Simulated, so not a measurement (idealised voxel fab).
process module | voxel wiring stack
cross-section cut | 140 nm wide | cells 5 nm
A cross-section is a grid of square cells, given in bands from the top down. A band is one or more rows of cells.
Each band's line starts with the height of the band's top and of its bottom, in nm. Then come its materials from left to right, each with its width in nm. One material with "throughout" fills the band from edge to edge. "air" is empty space.
Height 0 is the level under which the wafer as received is all one material. The lowest band goes on downwards, as in "0 down".
A width such as "30 to 40" changes by the same amount from each row of cells to the next, from the band's top row to its bottom row.
"no change" after a step means that no cell of the cross-section changed.
closed voids: empty space of 8 cells or more with no open way to the top, each as width x height at its distance from the left edge, in nm
after a step's settings: what the simulator itself notes on the step
overlay nm, on a step with a mask: how far to the right of its planned place the mask lay; to the left if negative
plan
1 op RECEIVE | material Si
2 op CONFORMAL_DEP | material SiO2 | thk nm 10
3 op DIRECTIONAL_DEP | material TiN | thk nm 5
4 op DIRECTIONAL_DEP | material W | thk nm 25
5 op MASKED_ETCH | tone cover | mask id METAL_1 | width nm 25 | pitch nm 45 | etch materials W | depth nm 25 | overlay nm 0
6 op MASKED_ETCH | tone cover | mask id METAL_1 | width nm 25 | pitch nm 45 | etch materials TiN | depth nm 5 | overlay nm 0
7 op FILL_DEP | material SiO2 | thk nm 5
8 op CMP | height nm 40
9 op CONFORMAL_DEP | material SiCN | thk nm 5
10 op DIRECTIONAL_DEP | material SiO2 | thk nm 30
11 op PATTERN | tone open | mask id METAL_2_HOLES | material resist | width nm 15 | pitch nm 45 | thk nm 20 | overlay nm 0
12 op DIRECTIONAL_ETCH | etch materials SiO2 | depth nm 30
13 op STRIP | etch materials resist
14 op MASKED_ETCH | tone open | mask id METAL_2 | width nm 25 | pitch nm 45 | etch materials SiO2 | depth nm 20 | overlay nm 0
15 op MASKED_ETCH | tone open | mask id METAL_2 | width nm 25 | pitch nm 45 | etch materials SiCN | depth nm 5 | overlay nm 0
16 op CONFORMAL_DEP | material TiN | thk nm 5
17 op FILL_DEP | material Cu | thk nm 10
18 op CMP | height nm 75
19 op CONFORMAL_DEP | material SiCN | thk nm 5
20 op DIRECTIONAL_DEP | material lowk | thk nm 10
21 op MASKED_ETCH | tone open | mask id PLUG_2 | width nm 15 | pitch nm 45 | etch materials lowk | depth nm 10 | overlay nm 0
22 op MASKED_ETCH | tone open | mask id PLUG_2 | width nm 15 | pitch nm 45 | etch materials SiCN | depth nm 5 | overlay nm 0
23 op EPI | material Ru | thk nm 10
24 op EPI | material Ru | thk nm 5
25 op DIRECTIONAL_DEP | material TiN | thk nm 5
26 op DIRECTIONAL_DEP | material W | thk nm 15
27 op DIRECTIONAL_DEP | material aC | thk nm 15
28 op PATTERN | tone cover | mask id METAL_3 | material resist | width nm 25 | pitch nm 45 | thk nm 30 | overlay nm 0
29 op DIRECTIONAL_ETCH | etch materials aC | depth nm 15
30 op STRIP | etch materials resist
31 op DIRECTIONAL_ETCH | etch materials W | depth nm 15
32 op DIRECTIONAL_ETCH | etch materials TiN | depth nm 5
33 op STRIP | etch materials aC
34 op CONFORMAL_DEP | material SiN | thk nm 5
35 op FILL_DEP | material SiO2 | thk nm 5
36 op CMP | height nm 110
37 op CONFORMAL_DEP | material SiCN | thk nm 5
as received, after step 1
  0 down: Si throughout
  closed voids: none
a wafer at the end: this start, this plan, one mistake
  115 to 110: SiCN throughout
  110 to 105: SiN 35 | TiN 25 | SiN 20 | TiN 25 | SiN 35
  105 to 90: W throughout
  90 to 80: lowk 35 | Ru 15 | lowk 30 | Ru 15 | lowk 45
  80 to 75: SiCN 35 | Ru 15 | SiCN 30 | Ru 15 | SiCN 45
  75 to 60: SiO2 35 | TiN 5 | Cu 15 | TiN 5 | SiO2 20 | TiN 5 | Cu 15 | TiN 5 | SiO2 35
  60 to 55: SiO2 35 | TiN 5 | Cu 5 | TiN 15 | SiO2 20 | TiN 5 | Cu 5 | TiN 15 | SiO2 35
  55 to 45: SiO2 35 | TiN 5 | Cu 5 | TiN 5 | SiO2 30 | TiN 5 | Cu 5 | TiN 5 | SiO2 45
  45 to 40: SiCN 35 | TiN 15 | SiCN 30 | TiN 15 | SiCN 45
  40 to 15: SiO2 35 | W 25 | SiO2 20 | W 25 | SiO2 35
  15 to 10: SiO2 35 | TiN 25 | SiO2 20 | TiN 25 | SiO2 35
  10 to 0: SiO2 throughout
  0 down: Si throughout
  closed voids: none
what went wrong: steps 25 and 26 were swapped
